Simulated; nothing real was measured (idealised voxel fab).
Process module heading - voxel capacitor over wiring
The figure presents cross-section cut, which has a width of 210 nm and is divided into square cells with an edge length of 5 nm.
How to read a cross-section here: the picture is a grid of square cells, written as bands going from the top down, and any band can span one or more rows of cells. A band entry consists of two parts. The first gives the height of the band's top and the height of its bottom, in nm. The rest lists the band's materials from left to right, each with its width in nm. A single material labelled with the word "everywhere" fills the band from edge to edge, and the word "air" marks empty space. Convention: height 0 is the level below which the wafer, as received, is all one material. The lowest band does not terminate at the bottom but continues downward, represented as "0 down". Width "30..40": first value at the band's top row of cells, second value at its bottom row, equal change from row to row. Step marked "all unchanged"? Then no cell in the cross-section changed in it. Closed-off voids of 8+ cells (no open route to the top) go in "Fully enclosed voids", written width x height at distance from the left edge, in nm. On a step's line, text after the settings is the simulator commenting on that step. What "overlay nm" on a step's line means: if the step has a mask, that mask lay this far to the right of its planned place, or, when the value is negative, to the left.
### These are the steps we planned for the process
1. RECEIVE [material Si]
2. CONFORMAL_DEP [material SiO2] [thk nm 15]
3. CONFORMAL_DEP [material SiN] [thk nm 5]
4. DIRECTIONAL_DEP [material lowk] [thk nm 15]
5. PATTERN [tone open] [mask id METAL_1] [material resist] [width nm 20] [pitch nm 75] [thk nm 20] [overlay nm 0]
6. DIRECTIONAL_ETCH [etch materials lowk] [depth nm 15]
7. DIRECTIONAL_ETCH [etch materials SiN] [depth nm 5]
8. STRIP [etch materials resist]
9. CONFORMAL_DEP [material TiN] [thk nm 5]
10. FILL_DEP [material Ru] [thk nm 10]
11. CMP [height nm 35]
12. EPI [material Ru] [thk nm 5]
13. FILL_DEP [material SiCN] [thk nm 5]
14. DIRECTIONAL_DEP [material lowk] [thk nm 10]
15. MASKED_ETCH [tone open] [mask id PLUG_1] [width nm 15] [etch materials lowk] [depth nm 10] [overlay nm 0]
16. MASKED_ETCH [tone open] [mask id PLUG_1] [width nm 15] [etch materials SiCN] [depth nm 5] [overlay nm 0]
17. EPI [material Ru] [thk nm 10]
18. EPI [material Ru] [thk nm 5]
19. DIRECTIONAL_DEP [material TiN] [thk nm 5]
20. DIRECTIONAL_DEP [material Al2O3] [thk nm 5]
21. DIRECTIONAL_DEP [material TiN] [thk nm 5]
22. DIRECTIONAL_DEP [material aC] [thk nm 15]
23. PATTERN [tone cover] [mask id UPPER_PLATE] [material resist] [width nm 60] [thk nm 35] [overlay nm 0]
24. DIRECTIONAL_ETCH [etch materials aC] [depth nm 15]
25. STRIP [etch materials resist]
26. DIRECTIONAL_ETCH [etch materials TiN] [depth nm 5]
27. DIRECTIONAL_ETCH [etch materials Al2O3] [depth nm 5]
28. STRIP [etch materials aC]
29. MASKED_ETCH [tone cover] [mask id LOWER_PLATE] [width nm 70] [etch materials TiN] [depth nm 5] [overlay nm 0]
30. FILL_DEP [material SiO2] [thk nm 20]
31. CMP [height nm 85]
32. PATTERN [tone open] [mask id PLUG_2] [material resist] [width nm 15] [thk nm 20] [overlay nm 0]
33. DIRECTIONAL_ETCH [etch materials SiO2] [depth nm 15]
34. STRIP [etch materials resist]
35. CONFORMAL_DEP [material TiN] [thk nm 5]
36. FILL_DEP [material Cu] [thk nm 10]
37. CMP [height nm 85]
38. CONFORMAL_DEP [material SiCN] [thk nm 5]
### First of two wafers, with the run carried out as planned
### Incoming wafer, cross-sectional view, post step 1
- 0 down | Si everywhere
- Fully enclosed voids: none
### Once step 2 is through, the wafer looks like this in cross-section
- 15 to 0 | SiO2 everywhere
- Whatever lies below 0 is exactly as it was before.
### Once step 3 is through, the wafer looks like this in cross-section
- 20 to 15 | SiN everywhere
- Whatever lies below 15 is exactly as it was before.
### Once step 4 is through, the wafer looks like this in cross-section
- 35 to 20 | lowk everywhere
- Whatever lies below 20 is exactly as it was before.
### Once step 5 is through, the wafer looks like this in cross-section
- 55 to 35 | resist 55 nm  air 20 nm  resist 55 nm  air 20 nm  resist 60 nm
- Whatever lies below 35 is exactly as it was before.
### Once step 6 is through, the wafer looks like this in cross-section
- 55 to 35 | resist 55 nm  air 20 nm  resist 55 nm  air 20 nm  resist 60 nm
- 35 to 20 | lowk 55 nm  air 20 nm  lowk 55 nm  air 20 nm  lowk 60 nm
- Whatever lies below 20 is exactly as it was before.
### Once step 7 is through, the wafer looks like this in cross-section
- 55 to 35 | resist 55 nm  air 20 nm  resist 55 nm  air 20 nm  resist 60 nm
- 35 to 20 | lowk 55 nm  air 20 nm  lowk 55 nm  air 20 nm  lowk 60 nm
- 20 to 15 | SiN 55 nm  air 20 nm  SiN 55 nm  air 20 nm  SiN 60 nm
- Whatever lies below 15 is exactly as it was before.
### Once step 8 is through, the wafer looks like this in cross-section
- 35 to 20 | lowk 55 nm  air 20 nm  lowk 55 nm  air 20 nm  lowk 60 nm
- Whatever lies below 20 is exactly as it was before.
### Once step 9 is through, the wafer looks like this in cross-section
- 40 to 35 | TiN 60 nm  air 10 nm  TiN 65 nm  air 10 nm  TiN 65 nm
- 35 to 20 | lowk 55 nm  TiN 5 nm  air 10 nm  TiN 5 nm  lowk 55 nm  TiN 5 nm  air 10 nm  TiN 5 nm  lowk 60 nm
- 20 to 15 | SiN 55 nm  TiN 20 nm  SiN 55 nm  TiN 20 nm  SiN 60 nm
- Whatever lies below 15 is exactly as it was before.
### Once step 10 is through, the wafer looks like this in cross-section
- 50 to 40 | Ru everywhere
- 40 to 35 | TiN 60 nm  Ru 10 nm  TiN 65 nm  Ru 10 nm  TiN 65 nm
- 35 to 20 | lowk 55 nm  TiN 5 nm  Ru 10 nm  TiN 5 nm  lowk 55 nm  TiN 5 nm  Ru 10 nm  TiN 5 nm  lowk 60 nm
- Whatever lies below 20 is exactly as it was before.
### Once step 11 is through, the wafer looks like this in cross-section
- 35 to 20 | lowk 55 nm  TiN 5 nm  Ru 10 nm  TiN 5 nm  lowk 55 nm  TiN 5 nm  Ru 10 nm  TiN 5 nm  lowk 60 nm
- Whatever lies below 20 is exactly as it was before.
### Once step 12 is through, the wafer looks like this in cross-section
- 40 to 35 | air 50 nm  Ru 30 nm  air 45 nm  Ru 30 nm  air 55 nm
- Whatever lies below 35 is exactly as it was before.
### Once step 13 is through, the wafer looks like this in cross-section
- 45 to 40 | SiCN everywhere
- 40 to 35 | SiCN 50 nm  Ru 30 nm  SiCN 45 nm  Ru 30 nm  SiCN 55 nm
- Whatever lies below 35 is exactly as it was before.
### Once step 14 is through, the wafer looks like this in cross-section
- 55 to 45 | lowk everywhere
- Whatever lies below 45 is exactly as it was before.
### Once step 15 is through, the wafer looks like this in cross-section
- 55 to 45 | lowk 60 nm  air 15 nm  lowk 135 nm
- Whatever lies below 45 is exactly as it was before.
### Once step 16 is through, the wafer looks like this in cross-section
- 55 to 45 | lowk 60 nm  air 15 nm  lowk 135 nm
- 45 to 40 | SiCN 60 nm  air 15 nm  SiCN 135 nm
- Whatever lies below 40 is exactly as it was before.
### Once step 17 is through, the wafer looks like this in cross-section
- 55 to 50 | lowk 60 nm  air 15 nm  lowk 135 nm
- 50 to 45 | lowk 60 nm  Ru 15 nm  lowk 135 nm
- 45 to 40 | SiCN 60 nm  Ru 15 nm  SiCN 135 nm
- Whatever lies below 40 is exactly as it was before.
### Once step 18 is through, the wafer looks like this in cross-section
- 55 to 45 | lowk 60 nm  Ru 15 nm  lowk 135 nm
- Whatever lies below 45 is exactly as it was before.
### Once step 19 is through, the wafer looks like this in cross-section
- 60 to 55 | TiN everywhere
- Whatever lies below 55 is exactly as it was before.
### Once step 20 is through, the wafer looks like this in cross-section
- 65 to 60 | Al2O3 everywhere
- Whatever lies below 60 is exactly as it was before.
### Once step 21 is through, the wafer looks like this in cross-section
- 70 to 65 | TiN everywhere
- Whatever lies below 65 is exactly as it was before.
### Once step 22 is through, the wafer looks like this in cross-section
- 85 to 70 | aC everywhere
- Whatever lies below 70 is exactly as it was before.
### Once step 23 is through, the wafer looks like this in cross-section
- 120 to 85 | air 60 nm  resist 60 nm  air 90 nm
- Whatever lies below 85 is exactly as it was before.
### Once step 24 is through, the wafer looks like this in cross-section
- 105 to 85 | air 60 nm  resist 60 nm  air 90 nm
- 85 to 70 | air 60 nm  aC 60 nm  air 90 nm
- Whatever lies below 70 is exactly as it was before.
### Once step 25 is through, the wafer looks like this in cross-section
- 85 to 70 | air 60 nm  aC 60 nm  air 90 nm
- Whatever lies below 70 is exactly as it was before.
### Once step 26 is through, the wafer looks like this in cross-section
- 85 to 70 | air 60 nm  aC 60 nm  air 90 nm
- 70 to 65 | air 60 nm  TiN 60 nm  air 90 nm
- Whatever lies below 65 is exactly as it was before.
### Once step 27 is through, the wafer looks like this in cross-section
- 85 to 70 | air 60 nm  aC 60 nm  air 90 nm
- 70 to 65 | air 60 nm  TiN 60 nm  air 90 nm
- 65 to 60 | air 60 nm  Al2O3 60 nm  air 90 nm
- Whatever lies below 60 is exactly as it was before.
### Once step 28 is through, the wafer looks like this in cross-section
- 70 to 65 | air 60 nm  TiN 60 nm  air 90 nm
- Whatever lies below 65 is exactly as it was before.
### Once step 29 is through, the wafer looks like this in cross-section
- 70 to 65 | air 60 nm  TiN 60 nm  air 90 nm
- 65 to 60 | air 60 nm  Al2O3 60 nm  air 90 nm
- 60 to 55 | air 55 nm  TiN 70 nm  air 85 nm
- Whatever lies below 55 is exactly as it was before.
### Once step 30 is through, the wafer looks like this in cross-section
- 90 to 70 | SiO2 everywhere
- 70 to 65 | SiO2 60 nm  TiN 60 nm  SiO2 90 nm
- 65 to 60 | SiO2 60 nm  Al2O3 60 nm  SiO2 90 nm
- 60 to 55 | SiO2 55 nm  TiN 70 nm  SiO2 85 nm
- Whatever lies below 55 is exactly as it was before.
### Once step 31 is through, the wafer looks like this in cross-section
- 85 to 70 | SiO2 everywhere
- Whatever lies below 70 is exactly as it was before.
### Once step 32 is through, the wafer looks like this in cross-section
- 105 to 85 | resist 70 nm  air 15 nm  resist 125 nm
- Whatever lies below 85 is exactly as it was before.
### Once step 33 is through, the wafer looks like this in cross-section
- 105 to 85 | resist 70 nm  air 15 nm  resist 125 nm
- 85 to 70 | SiO2 70 nm  air 15 nm  SiO2 125 nm
- Whatever lies below 70 is exactly as it was before.
### Once step 34 is through, the wafer looks like this in cross-section
- 85 to 70 | SiO2 70 nm  air 15 nm  SiO2 125 nm
- Whatever lies below 70 is exactly as it was before.
### Once step 35 is through, the wafer looks like this in cross-section
- 90 to 85 | TiN 75 nm  air 5 nm  TiN 130 nm
- 85 to 75 | SiO2 70 nm  TiN 5 nm  air 5 nm  TiN 5 nm  SiO2 125 nm
- 75 to 65 | SiO2 70..60 nm  TiN 15..60 nm  SiO2 125..90 nm
- Whatever lies below 65 is exactly as it was before.
### Once step 36 is through, the wafer looks like this in cross-section
- 100 to 90 | Cu everywhere
- 90 to 85 | TiN 75 nm  Cu 5 nm  TiN 130 nm
- 85 to 75 | SiO2 70 nm  TiN 5 nm  Cu 5 nm  TiN 5 nm  SiO2 125 nm
- Whatever lies below 75 is exactly as it was before.
### Once step 37 is through, the wafer looks like this in cross-section
- 85 to 75 | SiO2 70 nm  TiN 5 nm  Cu 5 nm  TiN 5 nm  SiO2 125 nm
- Whatever lies below 75 is exactly as it was before.
### Once step 38 is through, the wafer looks like this in cross-section
- 90 to 85 | SiCN everywhere
- Whatever lies below 85 is exactly as it was before.
### Second wafer, same starting conditions and recipe as the first, one mistake in executing it, nothing differs from the first up to and including step 2
X-section, second wafer, when step 3 was due to finish: all unchanged
### X-section, second wafer, when step 4 was due to finish
- 30 to 15 | lowk everywhere
- Whatever lies below 15 is exactly as it was before.
### X-section, second wafer, when step 5 was due to finish
- 50 to 30 | resist 55 nm  air 20 nm  resist 55 nm  air 20 nm  resist 60 nm
- Whatever lies below 30 is exactly as it was before.
### X-section, second wafer, when step 6 was due to finish
- 50 to 30 | resist 55 nm  air 20 nm  resist 55 nm  air 20 nm  resist 60 nm
- 30 to 15 | lowk 55 nm  air 20 nm  lowk 55 nm  air 20 nm  lowk 60 nm
- Whatever lies below 15 is exactly as it was before.
X-section, second wafer, when step 7 was due to finish: all unchanged
### X-section, second wafer, when step 8 was due to finish
- 30 to 15 | lowk 55 nm  air 20 nm  lowk 55 nm  air 20 nm  lowk 60 nm
- Whatever lies below 15 is exactly as it was before.
### X-section, second wafer, when step 9 was due to finish
- 35 to 30 | TiN 60 nm  air 10 nm  TiN 65 nm  air 10 nm  TiN 65 nm
- 30 to 20 | lowk 55 nm  TiN 5 nm  air 10 nm  TiN 5 nm  lowk 55 nm  TiN 5 nm  air 10 nm  TiN 5 nm  lowk 60 nm
- 20 to 15 | lowk 55 nm  TiN 20 nm  lowk 55 nm  TiN 20 nm  lowk 60 nm
- Whatever lies below 15 is exactly as it was before.
### X-section, second wafer, when step 10 was due to finish
- 45 to 35 | Ru everywhere
- 35 to 30 | TiN 60 nm  Ru 10 nm  TiN 65 nm  Ru 10 nm  TiN 65 nm
- 30 to 20 | lowk 55 nm  TiN 5 nm  Ru 10 nm  TiN 5 nm  lowk 55 nm  TiN 5 nm  Ru 10 nm  TiN 5 nm  lowk 60 nm
- Whatever lies below 20 is exactly as it was before.
### X-section, second wafer, when step 11 was due to finish
- 35 to 30 | TiN 60 nm  Ru 10 nm  TiN 65 nm  Ru 10 nm  TiN 65 nm
- Whatever lies below 30 is exactly as it was before.
### X-section, second wafer, when step 12 was due to finish
- 40 to 35 | Ru everywhere
- Whatever lies below 35 is exactly as it was before.
### X-section, second wafer, when step 13 was due to finish
- 45 to 40 | SiCN everywhere
- Whatever lies below 40 is exactly as it was before.
### X-section, second wafer, when step 14 was due to finish
- 55 to 45 | lowk everywhere
- Whatever lies below 45 is exactly as it was before.
### X-section, second wafer, when step 15 was due to finish
- 55 to 45 | lowk 60 nm  air 15 nm  lowk 135 nm
- Whatever lies below 45 is exactly as it was before.
### X-section, second wafer, when step 16 was due to finish
- 55 to 45 | lowk 60 nm  air 15 nm  lowk 135 nm
- 45 to 40 | SiCN 60 nm  air 15 nm  SiCN 135 nm
- Whatever lies below 40 is exactly as it was before.
### X-section, second wafer, when step 17 was due to finish
- 55 to 50 | lowk 60 nm  air 15 nm  lowk 135 nm
- 50 to 45 | lowk 60 nm  Ru 15 nm  lowk 135 nm
- 45 to 40 | SiCN 60 nm  Ru 15 nm  SiCN 135 nm
- Whatever lies below 40 is exactly as it was before.
### X-section, second wafer, when step 18 was due to finish
- 55 to 45 | lowk 60 nm  Ru 15 nm  lowk 135 nm
- Whatever lies below 45 is exactly as it was before.
### X-section, second wafer, when step 19 was due to finish
- 60 to 55 | TiN everywhere
- Whatever lies below 55 is exactly as it was before.
### X-section, second wafer, when step 20 was due to finish
- 65 to 60 | Al2O3 everywhere
- Whatever lies below 60 is exactly as it was before.
### X-section, second wafer, when step 21 was due to finish
- 70 to 65 | TiN everywhere
- Whatever lies below 65 is exactly as it was before.
### X-section, second wafer, when step 22 was due to finish
- 85 to 70 | aC everywhere
- Whatever lies below 70 is exactly as it was before.
### X-section, second wafer, when step 23 was due to finish
- 120 to 85 | air 60 nm  resist 60 nm  air 90 nm
- Whatever lies below 85 is exactly as it was before.
### X-section, second wafer, when step 24 was due to finish
- 105 to 85 | air 60 nm  resist 60 nm  air 90 nm
- 85 to 70 | air 60 nm  aC 60 nm  air 90 nm
- Whatever lies below 70 is exactly as it was before.
### X-section, second wafer, when step 25 was due to finish
- 85 to 70 | air 60 nm  aC 60 nm  air 90 nm
- Whatever lies below 70 is exactly as it was before.
### X-section, second wafer, when step 26 was due to finish
- 85 to 70 | air 60 nm  aC 60 nm  air 90 nm
- 70 to 65 | air 60 nm  TiN 60 nm  air 90 nm
- Whatever lies below 65 is exactly as it was before.
### X-section, second wafer, when step 27 was due to finish
- 85 to 70 | air 60 nm  aC 60 nm  air 90 nm
- 70 to 65 | air 60 nm  TiN 60 nm  air 90 nm
- 65 to 60 | air 60 nm  Al2O3 60 nm  air 90 nm
- Whatever lies below 60 is exactly as it was before.
### X-section, second wafer, when step 28 was due to finish
- 70 to 65 | air 60 nm  TiN 60 nm  air 90 nm
- Whatever lies below 65 is exactly as it was before.
### X-section, second wafer, when step 29 was due to finish
- 70 to 65 | air 60 nm  TiN 60 nm  air 90 nm
- 65 to 60 | air 60 nm  Al2O3 60 nm  air 90 nm
- 60 to 55 | air 55 nm  TiN 70 nm  air 85 nm
- Whatever lies below 55 is exactly as it was before.
### X-section, second wafer, when step 30 was due to finish
- 90 to 70 | SiO2 everywhere
- 70 to 65 | SiO2 60 nm  TiN 60 nm  SiO2 90 nm
- 65 to 60 | SiO2 60 nm  Al2O3 60 nm  SiO2 90 nm
- 60 to 55 | SiO2 55 nm  TiN 70 nm  SiO2 85 nm
- Whatever lies below 55 is exactly as it was before.
### X-section, second wafer, when step 31 was due to finish
- 85 to 70 | SiO2 everywhere
- Whatever lies below 70 is exactly as it was before.
### X-section, second wafer, when step 32 was due to finish
- 105 to 85 | resist 70 nm  air 15 nm  resist 125 nm
- Whatever lies below 85 is exactly as it was before.
### X-section, second wafer, when step 33 was due to finish
- 105 to 85 | resist 70 nm  air 15 nm  resist 125 nm
- 85 to 70 | SiO2 70 nm  air 15 nm  SiO2 125 nm
- Whatever lies below 70 is exactly as it was before.
### X-section, second wafer, when step 34 was due to finish
- 85 to 70 | SiO2 70 nm  air 15 nm  SiO2 125 nm
- Whatever lies below 70 is exactly as it was before.
### X-section, second wafer, when step 35 was due to finish
- 90 to 85 | TiN 75 nm  air 5 nm  TiN 130 nm
- 85 to 75 | SiO2 70 nm  TiN 5 nm  air 5 nm  TiN 5 nm  SiO2 125 nm
- 75 to 65 | SiO2 70..60 nm  TiN 15..60 nm  SiO2 125..90 nm
- Whatever lies below 65 is exactly as it was before.
### X-section, second wafer, when step 36 was due to finish
- 100 to 90 | Cu everywhere
- 90 to 85 | TiN 75 nm  Cu 5 nm  TiN 130 nm
- 85 to 75 | SiO2 70 nm  TiN 5 nm  Cu 5 nm  TiN 5 nm  SiO2 125 nm
- Whatever lies below 75 is exactly as it was before.
### X-section, second wafer, when step 37 was due to finish
- 85 to 75 | SiO2 70 nm  TiN 5 nm  Cu 5 nm  TiN 5 nm  SiO2 125 nm
- Whatever lies below 75 is exactly as it was before.
### X-section, second wafer, when step 38 was due to finish
- 90 to 85 | SiCN everywhere
- Whatever lies below 85 is exactly as it was before.
What was the processing mistake? it should be noted that step 3 of the plan was omitted and was not performed
It is noted that, at the conclusion of processing, the second wafer exhibits a higher or lower cell count for certain materials relative to the first: Ru: 30 more | SiCN: 30 fewer | SiN: 34 fewer | TiN: 34 more
